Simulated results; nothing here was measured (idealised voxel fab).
voxel capacitor over wiring: a process module
165 nm wide, 5 nm square cells: that's cross-section cut.
In what follows, cross-sections appear as grids of square cells, described through bands that run from the top down, where every band is one or more rows of cells.
The band entry comprises the height of the band's top followed by the height of its bottom, expressed in nm, and subsequently the band's materials from left to right, each stated together with its width in nm. Where a single material is marked with the word "full width", that material fills the band from edge to edge. The word "air" represents empty space.
Heights are reckoned from 0. Under this level, the received wafer is all of one material. The bottommost band is open-ended downward, for example "0..down".
So if you see something like "30..40" for the width, read it as the top row of the band sitting at the first number and the bottom row at the second, with every row in between moving by the same amount as the last.
What does "remained the same" mean for a step? It means no cell of the cross-section changed in that step.
Empty spaces counting at least 8 cells and having no open way to the top are listed in "Sealed internal cavities". The notation width x height at distance is used for each, the distance being from the left edge and all three values in nm.
Where a step's line continues beyond its settings, the continuation is a remark by the simulator itself on that step.
overlay nm: mask offset rightward from planned place, masked step; negative means leftward offset.
# So here's the lineup of process steps we planned
- 1: RECEIVE, material Si
- 2: CONFORMAL_DEP, material SiO2, thk nm 10
- 3: DIRECTIONAL_DEP, material TiN, thk nm 5
- 4: DIRECTIONAL_DEP, material W, thk nm 15
- 5: MASKED_ETCH, tone cover, mask id METAL_1, width nm 30, pitch nm 95, etch materials W, depth nm 15, overlay nm 0
- 6: MASKED_ETCH, tone cover, mask id METAL_1, width nm 30, pitch nm 95, etch materials TiN, depth nm 5, overlay nm 0
- 7: FILL_DEP, material lowk, thk nm 10
- 8: CMP, height nm 30
- 9: CONFORMAL_DEP, material SiCN, thk nm 5
- 10: DIRECTIONAL_DEP, material SiO2, thk nm 20
- 11: PATTERN, tone open, mask id PLUG_1, material resist, width nm 15, thk nm 15, overlay nm 0
- 12: DIRECTIONAL_ETCH, etch materials SiO2, depth nm 20
- 13: DIRECTIONAL_ETCH, etch materials SiCN, depth nm 5
- 14: STRIP, etch materials resist
- 15: CONFORMAL_DEP, material TiN, thk nm 5
- 16: FILL_DEP, material W, thk nm 5
- 17: CMP, height nm 55
- 18: DIRECTIONAL_DEP, material TiN, thk nm 10
- 19: DIRECTIONAL_DEP, material SiN, thk nm 5
- 20: DIRECTIONAL_DEP, material TiN, thk nm 5
- 21: DIRECTIONAL_DEP, material aC, thk nm 10
- 22: PATTERN, tone cover, mask id UPPER_PLATE, material resist, width nm 70, thk nm 30, overlay nm -15
- 23: DIRECTIONAL_ETCH, etch materials aC, depth nm 10
- 24: STRIP, etch materials resist
- 25: DIRECTIONAL_ETCH, etch materials TiN, depth nm 5
- 26: DIRECTIONAL_ETCH, etch materials SiN, depth nm 5
- 27: STRIP, etch materials aC
- 28: PATTERN, tone cover, mask id LOWER_PLATE, material resist, width nm 80, thk nm 15, overlay nm 0
- 29: DIRECTIONAL_ETCH, etch materials TiN, depth nm 10
- 30: STRIP, etch materials resist
- 31: FILL_DEP, material SiO2, thk nm 20
- 32: CMP, height nm 90
- 33: MASKED_ETCH, tone open, mask id PLUG_2, width nm 15, etch materials SiO2, depth nm 15, overlay nm 0
- 34: CONFORMAL_DEP, material TiN, thk nm 5
- 35: FILL_DEP, material Ru, thk nm 5
- 36: CMP, height nm 90
- 37: CONFORMAL_DEP, material SiN, thk nm 5
Heads up: all these wafers start the same, and what changes between them is the overlay nm in step 22. The value you see in the plan is just what the first wafer got.
# The first of several wafers in cross-section, exactly as it reached us after step 1
* 0..down = Si full width
* Sealed internal cavities: none
# wafer rows; end of module; cells per material since receipt: (+) gained, (-) lost; then closed voids
overlay nm -15 | +2 Ru | +30 SiCN | +47 SiN | +346 SiO2 | +78 TiN | +40 W | +84 lowk | Sealed internal cavities: none
overlay nm -10 | +2 Ru | +30 SiCN | +47 SiN | +347 SiO2 | +77 TiN | +40 W | +84 lowk | Sealed internal cavities: none
overlay nm -5 | +2 Ru | +30 SiCN | +47 SiN | +348 SiO2 | +76 TiN | +40 W | +84 lowk | Sealed internal cavities: none
overlay nm 0 | +2 Ru | +30 SiCN | +47 SiN | +348 SiO2 | +76 TiN | +40 W | +84 lowk | Sealed internal cavities: none
overlay nm 5 | +2 Ru | +30 SiCN | +47 SiN | +348 SiO2 | +76 TiN | +40 W | +84 lowk | Sealed internal cavities: none
overlay nm 10 | +2 Ru | +30 SiCN | +47 SiN | +347 SiO2 | +77 TiN | +40 W | +84 lowk | Sealed internal cavities: none
overlay nm 15 | +2 Ru | +30 SiCN | +47 SiN | +346 SiO2 | +78 TiN | +40 W | +84 lowk | Sealed internal cavities: none
